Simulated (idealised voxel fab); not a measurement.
The following is a process module called voxel tone inversion.
Section cut is 255 nm wide and gridded with 5 nm square cells.
Heads up, the way a cross-section reads in here is a grid of square cells, handed over as bands from the top down, with every band being one or more rows of cells. Band: top and bottom heights (nm) first, top before bottom; then materials from left to right, widths in nm. "throughout" marks a sole material filling the band edge to edge. "empty" denotes empty space. The reference from which all heights are counted is 0, the level beneath which the as-received wafer is entirely one material; the lowest band, having no lower bound, proceeds downward and is written after the example "0 nm and below". Think of "30->40" as a width that walks from the first number to the second as you go down the band, top row to bottom row, taking equal-sized steps from row to row. "no alterations made" after a step means that no cell of the cross-section changed. Heads up: "Trapped void list" only lists the empty pockets with no open path to the top that are 8 cells or more, and it writes them as width x height at distance, distance from the left edge, in nm. Where a step's line continues beyond its settings, the continuation is a remark by the simulator itself on that step. overlay nm: mask offset rightward from planned place, masked step; negative means leftward offset.

# The following list gives the planned process steps
- 1: RECEIVE, material Si
- 2: CONFORMAL_DEP, material SiN, thk nm 5
- 3: DIRECTIONAL_DEP, material aC, thk nm 25
- 4: PATTERN, tone cover, mask id POSTS, material resist, width nm 15, pitch nm 35, thk nm 35, overlay nm 0
- 5: DIRECTIONAL_ETCH, etch materials aC, depth nm 25
- 6: STRIP, etch materials resist
- 7: FILL_DEP, material lowk, thk nm 10
- 8: CMP, height nm 30
- 9: STRIP, etch materials aC
- 10: CONFORMAL_DEP, material TiN, thk nm 5
- 11: FILL_DEP, material Cu, thk nm 10
- 12: CMP, height nm 30
- 13: CONFORMAL_DEP, material SiN, thk nm 5

# Shown in cross-section is the wafer as received, that is, as it stands after step 1
0 nm and below  Si throughout
Trapped void list: none

# Cross-section taken at module completion on the first of two wafers; processed per the plan
35 nm to 30 nm  SiN throughout
30 nm to 10 nm  lowk 100 nm; TiN 5 nm; Cu 5 nm; TiN 5 nm; lowk 20 nm; TiN 5 nm; Cu 5 nm; TiN 5 nm; lowk 105 nm
10 nm to 5 nm  lowk 100 nm; TiN 15 nm; lowk 20 nm; TiN 15 nm; lowk 105 nm
5 nm to 0 nm  SiN throughout
0 nm and below  Si throughout
Trapped void list: none

# Wafer two, sectioned after the module: the first wafer's start, the first wafer's plan, and one mistake in how it was run
25 nm to 20 nm  SiN throughout
20 nm to 10 nm  lowk 100 nm; TiN 5 nm; Cu 5 nm; TiN 5 nm; lowk 20 nm; TiN 5 nm; Cu 5 nm; TiN 5 nm; lowk 105 nm
10 nm to 5 nm  lowk 100 nm; TiN 15 nm; lowk 20 nm; TiN 15 nm; lowk 105 nm
5 nm to 0 nm  SiN throughout
0 nm and below  Si throughout
Trapped void list: none
Want to know what went wrong? heads up, step 12 didn't go per plan, it actually ran as CMP, height nm 20
Final difference in cells, second wafer against first, listed per material as more or fewer: Cu: 4 fewer; TiN: 8 fewer; lowk: 90 fewer
